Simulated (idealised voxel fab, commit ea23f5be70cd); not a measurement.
This section sets out a process module, namely voxel transistor to metal.
FYI the section here is cut, 145 nm wide, cells are 5 nm squares.
Cross-section layout: square cells on a grid; listed as bands, top to bottom; a band spans one or more cell rows.
Band: top height; bottom height; in nm. Then, left to right: material with width in nm, for each material. "all across": a single material spanning edge to edge. "blank": empty space.
The level at which height equals 0 is the one under which the wafer, as it arrives, is entirely one material. No lower edge exists for the bottom band, which continues downward and is notated as in "0 nm and below".
Quick explanation for "30->40": the width changes in equal steps down the rows of cells, from the first number in the band's top row to the second number in its bottom row.
What does "remains unaltered" mean for a step? It means no cell of the cross-section changed in that step.
Any empty space of 8 cells or more lacking an open way to the top shows up in "Trapped voids" as width x height at distance, distance from the left edge, in nm.
Post-settings text on a step line: simulator's own remark regarding the step.
overlay nm: how far to the right of its planned place the mask lay on this masked step (negative: to the left).

The process steps that were planned are listed below
1: RECEIVE | material Si
2: CONFORMAL_DEP | material SiO2 | thk nm 5
3: CONFORMAL_DEP | material SiN | thk nm 15
4: DIRECTIONAL_DEP | material aC | thk nm 10
5: PATTERN | tone cover | mask id ACTIVE | material resist | width nm 100 | thk nm 25 | overlay nm 0
6: DIRECTIONAL_ETCH | etch materials aC | depth nm 10
7: STRIP | etch materials resist
8: DIRECTIONAL_ETCH | etch materials SiN | depth nm 15
9: DIRECTIONAL_ETCH | etch materials SiO2 | depth nm 5
10: DIRECTIONAL_ETCH | etch materials Si | depth nm 20
11: STRIP | etch materials aC
12: FILL_DEP | material SiO2 | thk nm 15
13: CMP | height nm 20
14: SELECTIVE_ETCH | etch materials SiO2 | depth nm 15
15: STRIP | etch materials SiN
16: SELECTIVE_ETCH | etch materials SiO2 | depth nm 5
17: OXIDIZE | depth nm 5
18: DIRECTIONAL_DEP | material polySi | thk nm 25
19: DIRECTIONAL_DEP | material SiCN | thk nm 10
20: MASKED_ETCH | tone cover | mask id GATE | width nm 20 | etch materials SiCN | depth nm 20 | overlay nm 0
21: MASKED_ETCH | tone cover | mask id GATE | width nm 20 | etch materials polySi | depth nm 35 | overlay nm 0
22: CONFORMAL_DEP | material SiO2 | thk nm 5
23: DIRECTIONAL_ETCH | etch materials SiO2 | depth nm 5
24: CONFORMAL_DEP | material SiN | thk nm 10
25: DIRECTIONAL_ETCH | etch materials SiN | depth nm 10
26: DIRECTIONAL_ETCH | etch materials SiO2 | depth nm 5
27: DIRECTIONAL_ETCH | etch materials Si | depth nm 5
28: EPI | material pSi | thk nm 10
29: FILL_DEP | material SiO2 | thk nm 10
30: CMP | height nm 35
31: DIRECTIONAL_DEP | material SiO2 | thk nm 15
32: MASKED_ETCH | tone open | mask id CONTACT | width nm 20 | pitch nm 70 | etch materials SiO2 | depth nm 50 | overlay nm 0
33: CONFORMAL_DEP | material TiN | thk nm 5
34: FILL_DEP | material W | thk nm 10
35: CMP | height nm 50
36: CONFORMAL_DEP | material SiN | thk nm 5
37: DIRECTIONAL_DEP | material lowk | thk nm 15
38: MASKED_ETCH | tone open | mask id METAL_1 | width nm 15 | pitch nm 70 | etch materials lowk | depth nm 15 | overlay nm 0
39: MASKED_ETCH | tone open | mask id METAL_1 | width nm 20 | pitch nm 70 | etch materials SiN | depth nm 5 | overlay nm 0
40: CONFORMAL_DEP | material TiN | thk nm 5
41: FILL_DEP | material Cu | thk nm 10
42: CMP | height nm 70
43: CONFORMAL_DEP | material SiCN | thk nm 5
44: DIRECTIONAL_DEP | material lowk | thk nm 30
45: DIRECTIONAL_DEP | material aC | thk nm 10
46: PATTERN | tone open | mask id METAL_2 | material resist | width nm 20 | pitch nm 70 | thk nm 30 | overlay nm 0
47: DIRECTIONAL_ETCH | etch materials aC | depth nm 10
48: STRIP | etch materials resist
49: DIRECTIONAL_ETCH | etch materials lowk | depth nm 15
50: STRIP | etch materials aC
51: DIRECTIONAL_DEP | material aC | thk nm 10
52: PATTERN | tone open | mask id METAL_2_HOLES | material resist | width nm 15 | pitch nm 70 | thk nm 30 | overlay nm 0
53: DIRECTIONAL_ETCH | etch materials aC | depth nm 10
54: STRIP | etch materials resist
55: DIRECTIONAL_ETCH | etch materials lowk | depth nm 15
56: DIRECTIONAL_ETCH | etch materials SiCN | depth nm 5
57: STRIP | etch materials aC
58: CONFORMAL_DEP | material TiN | thk nm 5
59: FILL_DEP | material Ru | thk nm 10
60: CMP | height nm 105
61: CONFORMAL_DEP | material SiCN | thk nm 5
The width nm used in step 38 is not the same on every wafer, whereas the starting condition is; the value printed in the plan is the first wafer's.

Cross-section of the first of several wafers on receipt, reflecting completion of step 1
- 0 nm and below | Si all across
- Trapped voids: none

Per-wafer rows below. For each material: cells gained (+) or lost (-) since the wafer was received, as of end of module. Then: closed voids
width nm 15, +6 Cu, +16 Ru, -66 Si, +60 SiCN, +51 SiN, +198 SiO2, +94 TiN, +32 W, +201 lowk, +26 pSi, +20 polySi, Trapped voids: none
width nm 20, +12 Cu, +16 Ru, -66 Si, +60 SiCN, +49 SiN, +198 SiO2, +96 TiN, +32 W, +195 lowk, +26 pSi, +20 polySi, Trapped voids: none
width nm 25, +16 Cu, +16 Ru, -66 Si, +60 SiCN, +49 SiN, +198 SiO2, +98 TiN, +32 W, +189 lowk, +26 pSi, +20 polySi, Trapped voids: none
width nm 30, +20 Cu, +16 Ru, -66 Si, +60 SiCN, +49 SiN, +198 SiO2, +100 TiN, +32 W, +183 lowk, +26 pSi, +20 polySi, Trapped voids: none
width nm 35, +24 Cu, +16 Ru, -66 Si, +60 SiCN, +49 SiN, +198 SiO2, +102 TiN, +32 W, +177 lowk, +26 pSi, +20 polySi, Trapped voids: none
